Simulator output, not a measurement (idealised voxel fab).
The process module that follows is named voxel transistor to metal.
Cross-section cut: width 165 nm, square cells of 5 nm.
Throughout this document, each cross-section is represented as a grid of square cells and is presented as a sequence of bands enumerated from the top downward, where a band comprises one or more rows of cells.
Each band's line starts with the height of the band's top and of its bottom, in nm. Then come its materials from left to right, each with its width in nm. One material with "everywhere" fills the band from edge to edge. "empty" is empty space.
Heads up on the height convention: 0 is the point under which the incoming wafer is all one material, and the lowest band has no bottom, it just keeps going down, like "0 down".
The two numbers in a width such as "30 to 40" mark its ends across the band: the first belongs to the top row of cells, the second to the bottom row, and from each row to the next the width moves by the same amount.
It should be understood that the words "identical to before", when stated for a given step, signify that the cross-section underwent no change in any of its cells during that step.
"Voids, fully enclosed" specifies each empty space that is not open to the top and that occupies no fewer than 8 cells, using the form width x height at distance, the distance measured from the left edge and all three quantities in nm.
Anything after a step's settings on that line? It's the simulator's own note about the step.
Among the settings permitted on a step's line is "overlay nm"; applied to a step with a mask, it specifies the extent to which the mask lay to the right of its planned position, whereas a negative figure signifies a position to the left.
**Planned process steps**
step 1: op RECEIVE | material Si
step 2: op OXIDIZE | depth nm 5
step 3: op CONFORMAL_DEP | material SiN | thk nm 15
step 4: op DIRECTIONAL_DEP | material aC | thk nm 10
step 5: op PATTERN | tone cover | mask id ACTIVE | material resist | width nm 110 | thk nm 25 | overlay nm 0
step 6: op DIRECTIONAL_ETCH | etch materials aC | depth nm 10
step 7: op STRIP | etch materials resist
step 8: op DIRECTIONAL_ETCH | etch materials SiN | depth nm 15
step 9: op DIRECTIONAL_ETCH | etch materials SiO2 | depth nm 5
step 10: op DIRECTIONAL_ETCH | etch materials Si | depth nm 25
step 11: op STRIP | etch materials aC
step 12: op FILL_DEP | material SiO2 | thk nm 5
step 13: op CMP | height nm 15
step 14: op SELECTIVE_ETCH | etch materials SiO2 | depth nm 10
step 15: op STRIP | etch materials SiN
step 16: op SELECTIVE_ETCH | etch materials SiO2 | depth nm 5
step 17: op OXIDIZE | depth nm 5
step 18: op DIRECTIONAL_DEP | material polySi | thk nm 30
step 19: op DIRECTIONAL_DEP | material SiCN | thk nm 15
step 20: op MASKED_ETCH | tone cover | mask id GATE | width nm 20 | etch materials SiCN | depth nm 25 | overlay nm 0
step 21: op MASKED_ETCH | tone cover | mask id GATE | width nm 20 | etch materials polySi | depth nm 40 | overlay nm 0
step 22: op CONFORMAL_DEP | material SiO2 | thk nm 5
step 23: op DIRECTIONAL_ETCH | etch materials SiO2 | depth nm 5
step 24: op CONFORMAL_DEP | material SiN | thk nm 10
step 25: op DIRECTIONAL_ETCH | etch materials SiN | depth nm 10
step 26: op DIRECTIONAL_ETCH | etch materials SiO2 | depth nm 5
step 27: op EPI | material pSi | thk nm 5
step 28: op FILL_DEP | material SiO2 | thk nm 5
step 29: op CMP | height nm 40
step 30: op DIRECTIONAL_DEP | material SiO2 | thk nm 15
step 31: op PATTERN | tone open | mask id CONTACT | material resist | width nm 20 | pitch nm 80 | thk nm 20 | overlay nm 0
step 32: op DIRECTIONAL_ETCH | etch materials SiO2 | depth nm 60
step 33: op STRIP | etch materials resist
step 34: op CONFORMAL_DEP | material TiN | thk nm 5
step 35: op FILL_DEP | material Ru | thk nm 5
step 36: op CMP | height nm 55
step 37: op DIRECTIONAL_DEP | material TiN | thk nm 5
step 38: op DIRECTIONAL_DEP | material W | thk nm 15
step 39: op PATTERN | tone cover | mask id METAL_1 | material resist | width nm 20 | pitch nm 80 | thk nm 20 | overlay nm 0
step 40: op DIRECTIONAL_ETCH | etch materials W | depth nm 15
step 41: op DIRECTIONAL_ETCH | etch materials TiN | depth nm 5
step 42: op STRIP | etch materials resist
step 43: op FILL_DEP | material SiO2 | thk nm 10
step 44: op CMP | height nm 75
step 45: op CONFORMAL_DEP | material SiCN | thk nm 5
step 46: op DIRECTIONAL_DEP | material lowk | thk nm 30
step 47: op PATTERN | tone open | mask id METAL_2_HOLES | material resist | width nm 15 | pitch nm 80 | thk nm 15 | overlay nm 0
step 48: op DIRECTIONAL_ETCH | etch materials lowk | depth nm 30
step 49: op STRIP | etch materials resist
step 50: op DIRECTIONAL_DEP | material aC | thk nm 10
step 51: op PATTERN | tone open | mask id METAL_2 | material resist | width nm 20 | pitch nm 80 | thk nm 30 | overlay nm 0
step 52: op DIRECTIONAL_ETCH | etch materials aC | depth nm 10
step 53: op STRIP | etch materials resist
step 54: op DIRECTIONAL_ETCH | etch materials lowk | depth nm 15
step 55: op DIRECTIONAL_ETCH | etch materials SiCN | depth nm 5
step 56: op STRIP | etch materials aC
step 57: op CONFORMAL_DEP | material TiN | thk nm 5
step 58: op FILL_DEP | material Cu | thk nm 10
step 59: op CMP | height nm 110
step 60: op CONFORMAL_DEP | material SiN | thk nm 5
**So this is the incoming wafer in cross-section - it's already been through step 1**
	0 down  Si everywhere
	Voids, fully enclosed: none
**End-of-module cross-section. Starting structure and process plan as above; one mistake made in running it**
	115 to 110  SiN everywhere
	110 to 100  30 nm lowk, then 5 nm TiN, then 10 nm Cu, then 5 nm TiN, then 60 nm lowk, then 5 nm TiN, then 10 nm Cu, then 5 nm TiN, then 35 nm lowk
	100 to 95  30 nm lowk, then 5 nm TiN, then 5 nm Cu, then 10 nm TiN, then 60 nm lowk, then 5 nm TiN, then 5 nm Cu, then 10 nm TiN, then 35 nm lowk
	95 to 80  30 nm lowk, then 5 nm TiN, then 5 nm Cu, then 5 nm TiN, then 65 nm lowk, then 5 nm TiN, then 5 nm Cu, then 5 nm TiN, then 40 nm lowk
	80 to 75  30 nm SiCN, then 15 nm TiN, then 65 nm SiCN, then 15 nm TiN, then 40 nm SiCN
	75 to 60  30 nm SiO2, then 20 nm W, then 60 nm SiO2, then 20 nm W, then 35 nm SiO2
	60 to 55  30 nm SiO2, then 20 nm TiN, then 60 nm SiO2, then 20 nm TiN, then 35 nm SiO2
	55 to 40  30 nm SiO2, then 5 nm TiN, then 10 nm Ru, then 5 nm TiN, then 60 nm SiO2, then 5 nm TiN, then 10 nm Ru, then 5 nm TiN, then 35 nm SiO2
	40 to 25  30 nm SiO2, then 5 nm TiN, then 10 nm Ru, then 5 nm TiN, then 5 nm SiO2, then 10 nm SiN, then 5 nm SiO2, then 20 nm SiCN, then 5 nm SiO2, then 10 nm SiN, then 5 nm SiO2, then 5 nm TiN, then 10 nm Ru, then 5 nm TiN, then 35 nm SiO2
	25 to 10  30 nm SiO2, then 5 nm TiN, then 10 nm Ru, then 5 nm TiN, then 5 nm SiO2, then 10 nm SiN, then 5 nm SiO2, then 20 nm polySi, then 5 nm SiO2, then 10 nm SiN, then 5 nm SiO2, then 5 nm TiN, then 10 nm Ru, then 5 nm TiN, then 35 nm SiO2
	10 to 5  30 nm SiO2, then 20 nm TiN, then 5 nm SiO2, then 10 nm SiN, then 5 nm SiO2, then 20 nm polySi, then 5 nm SiO2, then 10 nm SiN, then 5 nm SiO2, then 20 nm TiN, then 35 nm SiO2
	5 to 0  30 nm SiO2, then 25 nm pSi, then 10 nm SiN, then 5 nm SiO2, then 20 nm polySi, then 5 nm SiO2, then 10 nm SiN, then 25 nm pSi, then 35 nm SiO2
	0 to -5  25 nm SiO2, then 10 nm SiN, then 20 nm pSi, then 10 nm SiN, then 5 nm SiO2, then 20 nm polySi, then 5 nm SiO2, then 10 nm SiN, then 20 nm pSi, then 10 nm SiN, then 30 nm SiO2
	-5 to -10  35 nm SiO2, then 20 nm pSi, then 50 nm SiO2, then 20 nm pSi, then 40 nm SiO2
	-10 to -30  25 nm SiO2, then 110 nm Si, then 30 nm SiO2
	-30 down  Si everywhere
	Voids, fully enclosed: none
Here's what went sideways: for step 27, the planned setting was not used; the step was instead run as op EPI | material pSi | thk nm 15
